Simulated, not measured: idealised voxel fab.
This is a process module. Its name is voxel self aligned contacts.
The figure presents cross-section cut, which has a width of 145 nm and is divided into square cells with an edge length of 5 nm.
Heads up, the way a cross-section reads in here is a grid of square cells, handed over as bands from the top down, with every band being one or more rows of cells.
Basically the band line says how high the top is and how high the bottom is, in nm, and then what's in it from left to right, every material with its width in nm. Empty space shows up as "empty", and if a single material carries "everywhere" it runs the full band edge to edge.
Height datum 0, below which the as-received substrate wafer is one material. Lowest band open at the bottom, running downward: "0 and below".
A two-number width, for instance "30..40", indicates that the width is equal to the first number in the top row of the band and to the second number in the bottom row, and that it changes by a constant amount per row of cells.
It should be understood that the words "left unchanged", when stated for a given step, signify that the cross-section underwent no change in any of its cells during that step.
Empty spaces counting at least 8 cells and having no open way to the top are listed in "Unvented internal voids". The notation width x height at distance is used for each, the distance being from the left edge and all three values in nm.
That trailing text on a step's line, after the settings, is the simulator's own remark on the step.
A step's line can hold "overlay nm"; with a mask on that step, the setting says how far right of the planned place the mask lay, while a negative setting says it lay to the left.
Listed below are the process steps as planned
| 1 | RECEIVE, material Si |
| 2 | OXIDIZE, depth nm 5 |
| 3 | DIRECTIONAL_DEP, material polySi, thk nm 30 |
| 4 | DIRECTIONAL_DEP, material SiN, thk nm 20 |
| 5 | PATTERN, tone cover, mask id GATE, material resist, width nm 30, pitch nm 75, thk nm 15, overlay nm -5 |
| 6 | DIRECTIONAL_ETCH, etch materials SiN, depth nm 20 |
| 7 | DIRECTIONAL_ETCH, etch materials polySi, depth nm 30 |
| 8 | STRIP, etch materials resist |
| 9 | CONFORMAL_DEP, material SiN, thk nm 10 |
| 10 | DIRECTIONAL_ETCH, etch materials SiN, depth nm 10 |
| 11 | FILL_DEP, material SiO2, thk nm 15 |
| 12 | CMP, height nm 55 |
| 13 | MASKED_ETCH, tone open, mask id CONTACT, width nm 55, etch materials SiO2, depth nm 60, overlay nm 0 |
| 14 | CONFORMAL_DEP, material TiN, thk nm 5 |
| 15 | FILL_DEP, material Ru, thk nm 10 |
| 16 | CMP, height nm 55 |
| 17 | CONFORMAL_DEP, material SiN, thk nm 5 |
Among the wafers covered here, the point of difference is the overlay nm at step 5; their starting state is shared, and the plan presents the value of the first wafer.
Received wafers, first of several: cross-section after step 1
    0 and below | Si everywhere
    Unvented internal voids: none
Quick look at the cross-section of the first of several wafers after step 17, which wraps up the module
    60 down to 55 | SiN everywhere
    55 down to 50 | SiO2 45 nm, TiN 15 nm, Ru 15 nm, TiN 25 nm, SiO2 45 nm
    50 down to 30 | SiO2 5 nm, SiN 50 nm, TiN 5 nm, Ru 15 nm, TiN 5 nm, SiN 50 nm, SiO2 15 nm
    30 down to 0 | SiO2 5 nm, SiN 10 nm, polySi 30 nm, SiN 10 nm, TiN 5 nm, Ru 15 nm, TiN 5 nm, SiN 10 nm, polySi 30 nm, SiN 10 nm, SiO2 15 nm
    0 down to -5 | SiO2 55 nm, TiN 25 nm, SiO2 65 nm
    -5 and below | Si everywhere
    Unvented internal voids: none
Cross-section, last wafer, module completion
    60 down to 55 | SiN everywhere
    55 down to 50 | SiO2 45 nm, TiN 25 nm, Ru 15 nm, TiN 15 nm, SiO2 45 nm
    50 down to 30 | SiO2 15 nm, SiN 50 nm, TiN 5 nm, Ru 15 nm, TiN 5 nm, SiN 50 nm, SiO2 5 nm
    30 down to 0 | SiO2 15 nm, SiN 10 nm, polySi 30 nm, SiN 10 nm, TiN 5 nm, Ru 15 nm, TiN 5 nm, SiN 10 nm, polySi 30 nm, SiN 10 nm, SiO2 5 nm
    0 down to -5 | SiO2 65 nm, TiN 25 nm, SiO2 55 nm
    -5 and below | Si everywhere
    Unvented internal voids: none
Here is how to read the rows: every wafer has a row, and it shows the wafer at the end of the module, giving for each material how many cells were gained (+) or lost (-) since the wafer was received, then listing its closed voids
overlay nm -5, +33 Ru, -29 Si, +157 SiN, +82 SiO2, +33 TiN, +72 polySi, Unvented internal voids: none
overlay nm 0, +33 Ru, -29 Si, +157 SiN, +82 SiO2, +33 TiN, +72 polySi, Unvented internal voids: none
overlay nm 5, +33 Ru, -29 Si, +157 SiN, +82 SiO2, +33 TiN, +72 polySi, Unvented internal voids: none
